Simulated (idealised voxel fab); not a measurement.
You're looking at the process module voxel plated lines.
Pictured: cross-section cut, 285 nm wide, on a grid of 5 nm square cells.
Format of a cross-section: grid, square cells. Given as bands. Order: top down. Band: one or more rows of cells.
Quick guide to a band line: top height, bottom height (nm) up front; then every material left to right with its width in nm. Only one material and it's marked "full width"? Then it fills the band edge to edge. And "air" just means empty space.
Heights are measured from 0, the level below which the as-received wafer is all one material; the lowest band has no bottom and continues downward, written as in "from 0 down".
Graded width ("30->40"): value in top row of band = first number; value in bottom row = second number; row-to-row change constant.
"no alteration" means the step left every cell of the cross-section as it was.
"Entrapped voids" specifies each empty space that is not open to the top and that occupies no fewer than 8 cells, using the form width x height at distance, the distance measured from the left edge and all three quantities in nm.
after a step's settings: what the simulator itself notes on the step
overlay nm: where the mask lay relative to plan, measured to the right, on steps with a mask; negatives go left.

[The steps planned for the process are as follows]
1,RECEIVE: material Si
2,CONFORMAL_DEP: material SiN, thk nm 10
3,DIRECTIONAL_DEP: material TiN, thk nm 5
4,PATTERN: tone open, mask id LINES, material resist, width nm 30, pitch nm 60, thk nm 15, overlay nm 0
5,EPI: material Ru, thk nm 10
6,STRIP: etch materials resist
7,DIRECTIONAL_ETCH: etch materials TiN, depth nm 5
8,CONFORMAL_DEP: material SiN, thk nm 10

[Wafer as received: cross-section following step 1]
	from 0 down = Si full width
	Entrapped voids: none

[Module complete, cross-section. Starting point and plan per above. One mistake made in running the module]
	from 45 to 35 = 80 of air / 120 of SiN / 85 of air
	from 35 to 30 = 80 of air / 10 of SiN / 40 of Ru / 20 of SiN / 40 of Ru / 10 of SiN / 85 of air
	from 30 to 20 = 80 of air / 15 of SiN / 30 of Ru / 30 of SiN / 30 of Ru / 15 of SiN / 85 of air
	from 20 to 15 = 95 of SiN / 30 of Ru / 30 of SiN / 30 of Ru / 100 of SiN
	from 15 to 10 = 90 of SiN / 40 of TiN / 20 of SiN / 40 of TiN / 95 of SiN
	from 10 to 0 = SiN full width
	from 0 down = Si full width
	Entrapped voids: none
So what did we get wrong on this run? yeah, plan step 5 got run twice
